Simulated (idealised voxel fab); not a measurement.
The document below concerns the process module designated voxel capacitor over wiring.
Cross-sectional view cut (width: 155 nm; square cell size: 5 nm).
The cross-sections in this document take the form of a grid made of square cells. They are written out as bands, in order from top to bottom. Each band consists of one or more rows of cells. Band: top and bottom heights (nm) first, top before bottom; then materials from left to right, widths in nm. "throughout" marks a sole material filling the band edge to edge. "air" denotes empty space. Note: height 0 marks the level under which the wafer is uniformly one material as received. Lowest band unbounded below, written "0..down". You'd read "30 to 40" like this: the band's top row of cells is as wide as the first number, its bottom row is as wide as the second, and going down, every row changes width by the same amount as the row before did. You'll sometimes find "no alterations made" written for a step, and that's the way of saying that nowhere in the cross-section did a cell change during that step. Closed empty spaces (no open way to the top) of 8 cells or more are what "Enclosed void inventory" lists, each as width x height at distance from the left edge, nm for all three. If you see something after the settings on a step's line, that's the simulator's own remark about that step. A step line may carry the setting "overlay nm", which, for steps involving a mask, states the distance by which the mask lay to the right of its intended position; negative values denote displacement to the left.

The steps planned for the process are as follows
step 1: RECEIVE [material Si]
step 2: CONFORMAL_DEP [material SiO2] [thk nm 10]
step 3: CONFORMAL_DEP [material SiCN] [thk nm 5]
step 4: DIRECTIONAL_DEP [material SiO2] [thk nm 20]
step 5: DIRECTIONAL_DEP [material aC] [thk nm 15]
step 6: PATTERN [tone open] [mask id METAL_1] [material resist] [width nm 30] [pitch nm 90] [thk nm 35] [overlay nm 0]
step 7: DIRECTIONAL_ETCH [etch materials aC] [depth nm 15]
step 8: STRIP [etch materials resist]
step 9: DIRECTIONAL_ETCH [etch materials SiO2] [depth nm 20]
step 10: DIRECTIONAL_ETCH [etch materials SiCN] [depth nm 5]
step 11: STRIP [etch materials aC]
step 12: CONFORMAL_DEP [material TiN] [thk nm 5]
step 13: FILL_DEP [material Ru] [thk nm 10]
step 14: CMP [height nm 35]
step 15: CONFORMAL_DEP [material SiCN] [thk nm 5]
step 16: DIRECTIONAL_DEP [material SiO2] [thk nm 20]
step 17: PATTERN [tone open] [mask id PLUG_1] [material resist] [width nm 15] [thk nm 20] [overlay nm 0]
step 18: DIRECTIONAL_ETCH [etch materials SiO2] [depth nm 20]
step 19: DIRECTIONAL_ETCH [etch materials SiCN] [depth nm 5]
step 20: STRIP [etch materials resist]
step 21: EPI [material Ru] [thk nm 10]
step 22: EPI [material Ru] [thk nm 10]
step 23: EPI [material Ru] [thk nm 5]
step 24: DIRECTIONAL_DEP [material TiN] [thk nm 10]
step 25: DIRECTIONAL_DEP [material Al2O3] [thk nm 5]
step 26: DIRECTIONAL_DEP [material TiN] [thk nm 10]
step 27: DIRECTIONAL_DEP [material aC] [thk nm 15]
step 28: PATTERN [tone cover] [mask id UPPER_PLATE] [material resist] [width nm 65] [thk nm 30] [overlay nm 0]
step 29: DIRECTIONAL_ETCH [etch materials aC] [depth nm 15]
step 30: STRIP [etch materials resist]
step 31: DIRECTIONAL_ETCH [etch materials TiN] [depth nm 10]
step 32: DIRECTIONAL_ETCH [etch materials Al2O3] [depth nm 5]
step 33: STRIP [etch materials aC]
step 34: DIRECTIONAL_DEP [material aC] [thk nm 10]
step 35: PATTERN [tone cover] [mask id LOWER_PLATE] [material resist] [width nm 75] [thk nm 30] [overlay nm 0]
step 36: DIRECTIONAL_ETCH [etch materials aC] [depth nm 10]
step 37: STRIP [etch materials resist]
step 38: DIRECTIONAL_ETCH [etch materials TiN] [depth nm 10]
step 39: STRIP [etch materials aC]
step 40: FILL_DEP [material SiO2] [thk nm 15]
step 41: CMP [height nm 95]
step 42: DIRECTIONAL_DEP [material aC] [thk nm 15]
step 43: PATTERN [tone open] [mask id PLUG_2] [material resist] [width nm 15] [thk nm 35] [overlay nm 0]
step 44: DIRECTIONAL_ETCH [etch materials aC] [depth nm 15]
step 45: STRIP [etch materials resist]
step 46: DIRECTIONAL_ETCH [etch materials SiO2] [depth nm 10]
step 47: STRIP [etch materials aC]
step 48: CONFORMAL_DEP [material TiN] [thk nm 5]
step 49: FILL_DEP [material Ru] [thk nm 10]
step 50: CMP [height nm 95]
step 51: CONFORMAL_DEP [material SiN] [thk nm 5]

As received, after step 1
- 0..down  Si throughout
- Enclosed void inventory: none

The module was run from the start shown above using the plan shown above, but one mistake was made doing it; the resulting wafer cross-section is below
- 100..95  SiN throughout
- 95..90  40 of SiO2, 5 of TiN, 5 of Al2O3, 5 of TiN, 100 of SiO2
- 90..85  40 of SiO2, 15 of TiN, 100 of SiO2
- 85..75  30 of SiO2, 65 of TiN, 60 of SiO2
- 75..70  30 of SiO2, 65 of Al2O3, 60 of SiO2
- 70..60  25 of SiO2, 75 of TiN, 55 of SiO2
- 60..40  30 of SiO2, 15 of Ru, 110 of SiO2
- 40..35  30 of SiCN, 15 of Ru, 110 of SiCN
- 35..15  15 of SiO2, 5 of TiN, 20 of Ru, 5 of TiN, 60 of SiO2, 5 of TiN, 20 of Ru, 5 of TiN, 20 of SiO2
- 15..10  15 of SiCN, 30 of TiN, 60 of SiCN, 30 of TiN, 20 of SiCN
- 10..0  SiO2 throughout
- 0..down  Si throughout
- Enclosed void inventory: none
Which mistake was made when the wafer was run? step 49 did not use the planned setting and instead ran as FILL_DEP [material Al2O3] [thk nm 10]
